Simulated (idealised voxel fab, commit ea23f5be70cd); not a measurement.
Proc. module: voxel transistor to metal
Cross-section cut spans 285 nm and uses square cells 5 nm in size.
Cross-section spec: square-cell grid; bands listed top down; each band is one or more rows.
The entry gives the band's vertical extent as a top height and a bottom height in nm, then its horizontal make-up as materials from left to right, each with a width in nm. "blank" stands for empty space; a single material marked "everywhere" fills the band edge to edge.
Measure heights from 0. That's the level where, below it, the as-received wafer is all one material. The lowest band is bottomless and extends downward; write it as in "0 nm and below".
So if you see something like "30->40" for the width, read it as the top row of the band sitting at the first number and the bottom row at the second, with every row in between moving by the same amount as the last.
It should be understood that the words "nothing was modified", when stated for a given step, signify that the cross-section underwent no change in any of its cells during that step.
Closed-off voids of 8+ cells (no open route to the top) go in "Sealed cavities", written width x height at distance from the left edge, in nm.
Heads up: the bit after the settings on a step's line is the simulator's remark on that step.
overlay nm, on a step with a mask: how far to the right of its planned place the mask lay; to the left if negative
## Process steps foreseen in the plan
1) RECEIVE | material Si
2) OXIDIZE | depth nm 5
3) CONFORMAL_DEP | material SiN | thk nm 15
4) DIRECTIONAL_DEP | material aC | thk nm 15
5) PATTERN | tone cover | mask id ACTIVE | material resist | width nm 100 | pitch nm 120 | thk nm 35 | overlay nm 0
6) DIRECTIONAL_ETCH | etch materials aC | depth nm 15
7) STRIP | etch materials resist
8) DIRECTIONAL_ETCH | etch materials SiN | depth nm 15
9) DIRECTIONAL_ETCH | etch materials SiO2 | depth nm 5
10) DIRECTIONAL_ETCH | etch materials Si | depth nm 30
11) STRIP | etch materials aC
12) OXIDIZE | depth nm 5
13) FILL_DEP | material SiO2 | thk nm 15
14) CMP | height nm 15
15) SELECTIVE_ETCH | etch materials SiO2 | depth nm 10
16) STRIP | etch materials SiN
17) SELECTIVE_ETCH | etch materials SiO2 | depth nm 5
18) OXIDIZE | depth nm 5
19) DIRECTIONAL_DEP | material polySi | thk nm 30
20) DIRECTIONAL_DEP | material SiCN | thk nm 10
21) MASKED_ETCH | tone cover | mask id GATE | width nm 30 | pitch nm 120 | etch materials SiCN | depth nm 20 | overlay nm 0
22) MASKED_ETCH | tone cover | mask id GATE | width nm 30 | pitch nm 120 | etch materials polySi | depth nm 40 | overlay nm 0
23) CONFORMAL_DEP | material SiO2 | thk nm 5
24) DIRECTIONAL_ETCH | etch materials SiO2 | depth nm 5
25) CONFORMAL_DEP | material SiN | thk nm 5
26) DIRECTIONAL_ETCH | etch materials SiN | depth nm 5
27) DIRECTIONAL_ETCH | etch materials SiO2 | depth nm 5
28) DIRECTIONAL_ETCH | etch materials Si | depth nm 5
29) EPI | material SiGe | thk nm 5
30) FILL_DEP | material SiO2 | thk nm 10
31) CMP | height nm 25
32) STRIP | etch materials polySi
33) SELECTIVE_ETCH | etch materials SiO2 | depth nm 5
34) CONFORMAL_DEP | material HfO2 | thk nm 5
35) CONFORMAL_DEP | material TiN | thk nm 5
36) FILL_DEP | material W | thk nm 10
37) CMP | height nm 20
38) DIRECTIONAL_DEP | material SiO2 | thk nm 15
39) PATTERN | tone open | mask id CONTACT | material resist | width nm 15 | thk nm 15 | overlay nm 0
40) DIRECTIONAL_ETCH | etch materials SiO2 | depth nm 45
41) STRIP | etch materials resist
42) CONFORMAL_DEP | material TiN | thk nm 5
43) FILL_DEP | material W | thk nm 5
44) CMP | height nm 35
45) DIRECTIONAL_DEP | material TiN | thk nm 5
46) DIRECTIONAL_DEP | material Ru | thk nm 25
47) MASKED_ETCH | tone cover | mask id METAL_1 | width nm 15 | etch materials Ru | depth nm 25 | overlay nm 0
48) MASKED_ETCH | tone cover | mask id METAL_1 | width nm 15 | etch materials TiN | depth nm 5 | overlay nm 0
49) FILL_DEP | material SiO2 | thk nm 5
50) CMP | height nm 65
51) CONFORMAL_DEP | material SiN | thk nm 5
## Cross-section of the wafer at receipt, which is the condition after step 1
    0 nm and below  Si everywhere
    Sealed cavities: none
## One mistake in running the module, otherwise start and plan as above: cross-section at the end
    70 nm to 65 nm  SiN everywhere
    65 nm to 40 nm  35 nm SiO2; 15 nm Ru; 60 nm SiO2; 15 nm Ru; 30 nm SiO2; 15 nm Ru; 60 nm SiO2; 15 nm Ru; 40 nm SiO2
    40 nm to 35 nm  35 nm SiO2; 15 nm TiN; 60 nm SiO2; 15 nm TiN; 30 nm SiO2; 15 nm TiN; 60 nm SiO2; 15 nm TiN; 40 nm SiO2
    35 nm to 20 nm  35 nm SiO2; 5 nm TiN; 5 nm W; 5 nm TiN; 60 nm SiO2; 5 nm TiN; 5 nm W; 5 nm TiN; 30 nm SiO2; 5 nm TiN; 5 nm W; 5 nm TiN; 60 nm SiO2; 5 nm TiN; 5 nm W; 5 nm TiN; 40 nm SiO2
    20 nm to 0 nm  35 nm SiO2; 5 nm TiN; 5 nm W; 5 nm TiN; 5 nm SiO2; 5 nm SiN; 5 nm HfO2; 5 nm TiN; 20 nm W; 5 nm TiN; 5 nm HfO2; 5 nm SiN; 5 nm SiO2; 5 nm TiN; 5 nm W; 5 nm TiN; 30 nm SiO2; 5 nm TiN; 5 nm W; 5 nm TiN; 5 nm SiO2; 5 nm SiN; 5 nm HfO2; 5 nm TiN; 20 nm W; 5 nm TiN; 5 nm HfO2; 5 nm SiN; 5 nm SiO2; 5 nm TiN; 5 nm W; 5 nm TiN; 40 nm SiO2
    0 nm to -5 nm  30 nm SiO2; 5 nm SiN; 5 nm TiN; 5 nm W; 5 nm TiN; 5 nm SiO2; 5 nm SiN; 5 nm HfO2; 30 nm TiN; 5 nm HfO2; 5 nm SiN; 5 nm SiO2; 5 nm TiN; 5 nm W; 5 nm TiN; 5 nm SiN; 20 nm SiO2; 5 nm SiN; 5 nm TiN; 5 nm W; 5 nm TiN; 5 nm SiO2; 5 nm SiN; 5 nm HfO2; 30 nm TiN; 5 nm HfO2; 5 nm SiN; 5 nm SiO2; 5 nm TiN; 5 nm W; 5 nm TiN; 5 nm SiN; 35 nm SiO2
    -5 nm to -10 nm  35 nm SiO2; 15 nm TiN; 5 nm SiGe; 5 nm SiO2; 40 nm HfO2; 5 nm SiO2; 5 nm SiGe; 15 nm TiN; 30 nm SiO2; 15 nm TiN; 5 nm SiGe; 5 nm SiO2; 40 nm HfO2; 5 nm SiO2; 5 nm SiGe; 15 nm TiN; 40 nm SiO2
    -10 nm to -15 nm  40 nm SiO2; 15 nm SiGe; 50 nm Si; 15 nm SiGe; 40 nm SiO2; 15 nm SiGe; 50 nm Si; 15 nm SiGe; 45 nm SiO2
    -15 nm to -45 nm  40 nm SiO2; 80 nm Si; 40 nm SiO2; 80 nm Si; 45 nm SiO2
    -45 nm and below  Si everywhere
    Sealed cavities: none
Short version of what went wrong: it should be noted that step 12 was executed with settings other than those planned, the operation and settings actually applied being OXIDIZE | depth nm 10
